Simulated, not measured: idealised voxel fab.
Herein follows the process module entitled voxel lift off.
Section shown: cut. Width: 170 nm. Cell size: 5 nm, square.
Cross-section format: a grid of square cells, given as bands from top to bottom; each band is one or more rows of cells.
Top, bottom (nm), then materials left to right with widths (nm); lone material tagged "throughout" fills the whole band edge to edge; "blank" = empty space.
Convention: height 0 is the level below which the wafer, as received, is all one material. The lowest band does not terminate at the bottom but continues downward, represented as "z 0 and below".
A width such as "30 to 40" changes by the same amount from each row of cells to the next, from the band's top row to its bottom row.
A step reported as "stayed the same" is a step in which no cell of the cross-section changed.
Closed void roster: empty space of 8 cells or more with no open way to the top, each as width x height at its distance from the left edge, in nm
On a step's line, text after the settings is the simulator commenting on that step.
For masked steps, "overlay nm" on the step line gives how far right of plan the mask actually lay; a minus sign means it lay to the left.

-- Listed below are the process steps as planned
step 1: RECEIVE | material Si
step 2: CONFORMAL_DEP | material SiO2 | thk nm 15
step 3: PATTERN | tone open | mask id LINES | material resist | width nm 25 | pitch nm 55 | thk nm 15 | overlay nm 0
step 4: DIRECTIONAL_DEP | material Ru | thk nm 5
step 5: STRIP | etch materials resist
step 6: CONFORMAL_DEP | material SiO2 | thk nm 5

-- This is the cross-section of the wafer as we received it, i.e. after step 1
  z 0 and below | Si throughout
  Closed void roster: none

-- Cross-section: first of two wafers, module finished, run according to plan
  z 25 to 20 | blank=10 / SiO2=35 / blank=20 / SiO2=35 / blank=20 / SiO2=35 / blank=15
  z 20 to 15 | SiO2=15 / Ru=25 / SiO2=30 / Ru=25 / SiO2=30 / Ru=25 / SiO2=20
  z 15 to 0 | SiO2 throughout
  z 0 and below | Si throughout
  Closed void roster: none

-- Cross-sectional image of the second wafer of the two following completion of the module. Starting state and process plan were the same as for the first wafer; one execution error occurred
  z 40 to 35 | blank=10 / SiO2=35 / blank=20 / SiO2=35 / blank=20 / SiO2=35 / blank=15
  z 35 to 30 | SiO2=15 / Ru=25 / SiO2=30 / Ru=25 / SiO2=30 / Ru=25 / SiO2=20
  z 30 to 0 | SiO2 throughout
  z 0 and below | Si throughout
  Closed void roster: none
Processing error: plan step 2 ran twice
Per the end-of-run cell counts, the second wafer holds more or fewer of some materials than the first: SiO2 +102
